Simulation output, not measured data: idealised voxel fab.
process module | voxel plated lines
cross-section cut | 195 nm wide | cells 5 nm
A cross-section is a grid of square cells, given in bands from the top down. A band is one or more rows of cells.
Each band's line starts with the height of the band's top and of its bottom, in nm. Then come its materials from left to right, each with its width in nm. One material with "throughout" fills the band from edge to edge. "air" is empty space.
Height 0 is the level under which the wafer as received is all one material. The lowest band goes on downwards, as in "0 down".
A width such as "30 to 40" changes by the same amount from each row of cells to the next, from the band's top row to its bottom row.
"no change" after a step means that no cell of the cross-section changed.
closed voids: empty space of 8 cells or more with no open way to the top, each as width x height at its distance from the left edge, in nm
after a step's settings: what the simulator itself notes on the step
overlay nm, on a step with a mask: how far to the right of its planned place the mask lay; to the left if negative
plan
1 op RECEIVE | material Si
2 op CONFORMAL_DEP | material SiN | thk nm 10
3 op DIRECTIONAL_DEP | material TiN | thk nm 5
4 op PATTERN | tone open | mask id LINES | material resist | width nm 20 | pitch nm 40 | thk nm 15 | overlay nm 0
5 op EPI | material Ru | thk nm 5
6 op STRIP | etch materials resist
7 op DIRECTIONAL_ETCH | etch materials TiN | depth nm 5
8 op CONFORMAL_DEP | material SiCN | thk nm 10
as received, after step 1
  0 down: Si throughout
  closed voids: none
first wafer at the end, as planned
  30 to 20: air 35 | SiCN 120 | air 40
  20 to 15: SiCN 45 | Ru 20 | SiCN 20 | Ru 20 | SiCN 20 | Ru 20 | SiCN 50
  15 to 10: SiCN 45 | TiN 20 | SiCN 20 | TiN 20 | SiCN 20 | TiN 20 | SiCN 50
  10 to 0: SiN throughout
  0 down: Si throughout
  closed voids: none
second wafer at the end: like start, like plan, one mistake
  20 to 10: air 35 | SiCN 120 | air 40
  10 to 5: SiCN 45 | Ru 20 | SiCN 20 | Ru 20 | SiCN 20 | Ru 20 | SiCN 50
  5 to 0: SiCN 45 | TiN 20 | SiCN 20 | TiN 20 | SiCN 20 | TiN 20 | SiCN 50
  0 down: Si throughout
  closed voids: none
what went wrong: step 2 was left out
at the end the second wafer has, in cells: 78 fewer of SiN
